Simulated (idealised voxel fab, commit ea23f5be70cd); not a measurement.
Documented hereafter: the process module known as voxel self aligned vias.
Each square cell in cross-section cut measures 5 nm, and the section as a whole is 165 nm wide.
Format of a cross-section: grid, square cells. Given as bands. Order: top down. Band: one or more rows of cells. Band: top and bottom heights (nm) first, top before bottom; then materials from left to right, widths in nm. "all across" marks a sole material filling the band edge to edge. "blank" denotes empty space. Heights are reckoned from 0. Under this level, the received wafer is all of one material. The bottommost band is open-ended downward, for example "from 0 down". A width such as "30 to 40" changes by the same amount from each row of cells to the next, from the band's top row to its bottom row. "everything unchanged" after a step means that no cell of the cross-section changed. Entry "Closed void table" = empty spaces >= 8 cells with no open way to the top; each as width x height at distance, distance from left edge, all nm. It should be noted that, on the line of a given step, the content following the step's settings is a remark produced by the simulator itself with respect to that step. overlay nm: right-of-plan distance of the mask on a masked step; negative values mean left-of-plan.

### List of planned process steps
1,RECEIVE: material Si
2,CONFORMAL_DEP: material SiO2, thk nm 15
3,CONFORMAL_DEP: material SiCN, thk nm 5
4,DIRECTIONAL_DEP: material lowk, thk nm 30
5,PATTERN: tone open, mask id LINES, material resist, width nm 30, pitch nm 80, thk nm 20, overlay nm 0
6,DIRECTIONAL_ETCH: etch materials lowk, depth nm 30
7,STRIP: etch materials resist
8,CONFORMAL_DEP: material TiN, thk nm 5
9,FILL_DEP: material W, thk nm 10
10,CMP: height nm 50
11,SELECTIVE_ETCH: etch materials W Ru TiN, depth nm 10
12,FILL_DEP: material SiN, thk nm 5
13,CMP: height nm 50
14,DIRECTIONAL_DEP: material lowk, thk nm 20
15,DIRECTIONAL_DEP: material aC, thk nm 10
16,PATTERN: tone open, mask id VIAS, material resist, width nm 50, pitch nm 80, thk nm 30, overlay nm 0
17,DIRECTIONAL_ETCH: etch materials aC, depth nm 10
18,STRIP: etch materials resist
19,DIRECTIONAL_ETCH: etch materials lowk, depth nm 20
20,DIRECTIONAL_ETCH: etch materials SiN, depth nm 10
21,STRIP: etch materials aC
22,CONFORMAL_DEP: material TiN, thk nm 5
23,FILL_DEP: material W, thk nm 10
24,CMP: height nm 70
25,CONFORMAL_DEP: material SiCN, thk nm 5

### Concerning the first of two wafers, which was run in accordance with the plan

### Cross-section of the wafer as it came to us, i.e., already through step 1
* from 0 down = Si all across
* Closed void table: none

### Once step 2 is through, the wafer looks like this in cross-section
* from 15 to 0 = SiO2 all across
* Anything lower than 0 is untouched.

### Once step 3 is through, the wafer looks like this in cross-section
* from 20 to 15 = SiCN all across
* Anything lower than 15 is untouched.

### Once step 4 is through, the wafer looks like this in cross-section
* from 50 to 20 = lowk all across
* Anything lower than 20 is untouched.

### Once step 5 is through, the wafer looks like this in cross-section
* from 70 to 50 = resist=25 / blank=30 / resist=50 / blank=30 / resist=30
* Anything lower than 50 is untouched.

### Once step 6 is through, the wafer looks like this in cross-section
* from 70 to 50 = resist=25 / blank=30 / resist=50 / blank=30 / resist=30
* from 50 to 20 = lowk=25 / blank=30 / lowk=50 / blank=30 / lowk=30
* Anything lower than 20 is untouched.

### Once step 7 is through, the wafer looks like this in cross-section
* from 50 to 20 = lowk=25 / blank=30 / lowk=50 / blank=30 / lowk=30
* Anything lower than 20 is untouched.

### Once step 8 is through, the wafer looks like this in cross-section
* from 55 to 50 = TiN=30 / blank=20 / TiN=60 / blank=20 / TiN=35
* from 50 to 25 = lowk=25 / TiN=5 / blank=20 / TiN=5 / lowk=50 / TiN=5 / blank=20 / TiN=5 / lowk=30
* from 25 to 20 = lowk=25 / TiN=30 / lowk=50 / TiN=30 / lowk=30
* Anything lower than 20 is untouched.

### Once step 9 is through, the wafer looks like this in cross-section
* from 65 to 55 = W all across
* from 55 to 50 = TiN=30 / W=20 / TiN=60 / W=20 / TiN=35
* from 50 to 25 = lowk=25 / TiN=5 / W=20 / TiN=5 / lowk=50 / TiN=5 / W=20 / TiN=5 / lowk=30
* Anything lower than 25 is untouched.

### Once step 10 is through, the wafer looks like this in cross-section
* from 50 to 25 = lowk=25 / TiN=5 / W=20 / TiN=5 / lowk=50 / TiN=5 / W=20 / TiN=5 / lowk=30
* Anything lower than 25 is untouched.

### Once step 11 is through, the wafer looks like this in cross-section
* from 50 to 40 = lowk=25 / blank=30 / lowk=50 / blank=30 / lowk=30
* Anything lower than 40 is untouched.

### Once step 12 is through, the wafer looks like this in cross-section
* from 55 to 50 = SiN all across
* from 50 to 40 = lowk=25 / SiN=30 / lowk=50 / SiN=30 / lowk=30
* Anything lower than 40 is untouched.

### Once step 13 is through, the wafer looks like this in cross-section
* from 50 to 40 = lowk=25 / SiN=30 / lowk=50 / SiN=30 / lowk=30
* Anything lower than 40 is untouched.

### Once step 14 is through, the wafer looks like this in cross-section
* from 70 to 50 = lowk all across
* Anything lower than 50 is untouched.

### Once step 15 is through, the wafer looks like this in cross-section
* from 80 to 70 = aC all across
* Anything lower than 70 is untouched.

### Once step 16 is through, the wafer looks like this in cross-section
* from 110 to 80 = resist=15 / blank=50 / resist=30 / blank=50 / resist=20
* Anything lower than 80 is untouched.

### Once step 17 is through, the wafer looks like this in cross-section
* from 100 to 80 = resist=15 / blank=50 / resist=30 / blank=50 / resist=20
* from 80 to 70 = aC=15 / blank=50 / aC=30 / blank=50 / aC=20
* Anything lower than 70 is untouched.

### Once step 18 is through, the wafer looks like this in cross-section
* from 80 to 70 = aC=15 / blank=50 / aC=30 / blank=50 / aC=20
* Anything lower than 70 is untouched.

### Once step 19 is through, the wafer looks like this in cross-section
* from 80 to 70 = aC=15 / blank=50 / aC=30 / blank=50 / aC=20
* from 70 to 50 = lowk=15 / blank=50 / lowk=30 / blank=50 / lowk=20
* Anything lower than 50 is untouched.

### Once step 20 is through, the wafer looks like this in cross-section
* from 80 to 70 = aC=15 / blank=50 / aC=30 / blank=50 / aC=20
* from 70 to 50 = lowk=15 / blank=50 / lowk=30 / blank=50 / lowk=20
* from 50 to 40 = lowk=25 / blank=30 / lowk=50 / blank=30 / lowk=30
* Anything lower than 40 is untouched.

### Once step 21 is through, the wafer looks like this in cross-section
* from 70 to 50 = lowk=15 / blank=50 / lowk=30 / blank=50 / lowk=20
* Anything lower than 50 is untouched.

### Once step 22 is through, the wafer looks like this in cross-section
* from 75 to 70 = TiN=20 / blank=40 / TiN=40 / blank=40 / TiN=25
* from 70 to 55 = lowk=15 / TiN=5 / blank=40 / TiN=5 / lowk=30 / TiN=5 / blank=40 / TiN=5 / lowk=20
* from 55 to 45 = lowk=15 to 25 / TiN=15 to 5 / blank=20 / TiN=15 to 5 / lowk=30 to 50 / TiN=15 to 5 / blank=20 / TiN=15 to 5 / lowk=20 to 30
* from 45 to 40 = lowk=25 / TiN=30 / lowk=50 / TiN=30 / lowk=30
* Anything lower than 40 is untouched.

### Once step 23 is through, the wafer looks like this in cross-section
* from 85 to 75 = W all across
* from 75 to 70 = TiN=20 / W=40 / TiN=40 / W=40 / TiN=25
* from 70 to 55 = lowk=15 / TiN=5 / W=40 / TiN=5 / lowk=30 / TiN=5 / W=40 / TiN=5 / lowk=20
* from 55 to 45 = lowk=15 to 25 / TiN=15 to 5 / W=20 / TiN=15 to 5 / lowk=30 to 50 / TiN=15 to 5 / W=20 / TiN=15 to 5 / lowk=20 to 30
* Anything lower than 45 is untouched.

### Once step 24 is through, the wafer looks like this in cross-section
* from 70 to 55 = lowk=15 / TiN=5 / W=40 / TiN=5 / lowk=30 / TiN=5 / W=40 / TiN=5 / lowk=20
* Anything lower than 55 is untouched.

### Once step 25 is through, the wafer looks like this in cross-section
* from 75 to 70 = SiCN all across
* Anything lower than 70 is untouched.

### Second wafer, same starting state and plan as the first, one mistake in the run, identical through step 13

### The second wafer cut through, at the time step 14 was supposed to be finished
* from 70 to 50 = SiO2 all across
* Anything lower than 50 is untouched.

### The second wafer cut through, at the time step 15 was supposed to be finished
* from 80 to 70 = aC all across
* Anything lower than 70 is untouched.

### The second wafer cut through, at the time step 16 was supposed to be finished
* from 110 to 80 = resist=15 / blank=50 / resist=30 / blank=50 / resist=20
* Anything lower than 80 is untouched.

### The second wafer cut through, at the time step 17 was supposed to be finished
* from 100 to 80 = resist=15 / blank=50 / resist=30 / blank=50 / resist=20
* from 80 to 70 = aC=15 / blank=50 / aC=30 / blank=50 / aC=20
* Anything lower than 70 is untouched.

### The second wafer cut through, at the time step 18 was supposed to be finished
* from 80 to 70 = aC=15 / blank=50 / aC=30 / blank=50 / aC=20
* Anything lower than 70 is untouched.

The second wafer cut through, at the time step 19 was supposed to be finished: everything unchanged

The second wafer cut through, at the time step 20 was supposed to be finished: everything unchanged

### The second wafer cut through, at the time step 21 was supposed to be finished
* from 70 to 50 = SiO2 all across
* Anything lower than 50 is untouched.

### The second wafer cut through, at the time step 22 was supposed to be finished
* from 75 to 70 = TiN all across
* Anything lower than 70 is untouched.

### The second wafer cut through, at the time step 23 was supposed to be finished
* from 85 to 75 = W all across
* Anything lower than 75 is untouched.

### The second wafer cut through, at the time step 24 was supposed to be finished
* from 70 to 50 = SiO2 all across
* Anything lower than 50 is untouched.

### The second wafer cut through, at the time step 25 was supposed to be finished
* from 75 to 70 = SiCN all across
* Anything lower than 70 is untouched.
what went wrong: step 14 did not happen as planned, as run it was DIRECTIONAL_DEP: material SiO2, thk nm 20
Materials where the second wafer ends with more or fewer cells than the first: SiN: 24 more; SiO2: 132 more; TiN: 40 fewer; W: 64 fewer; lowk: 52 fewer
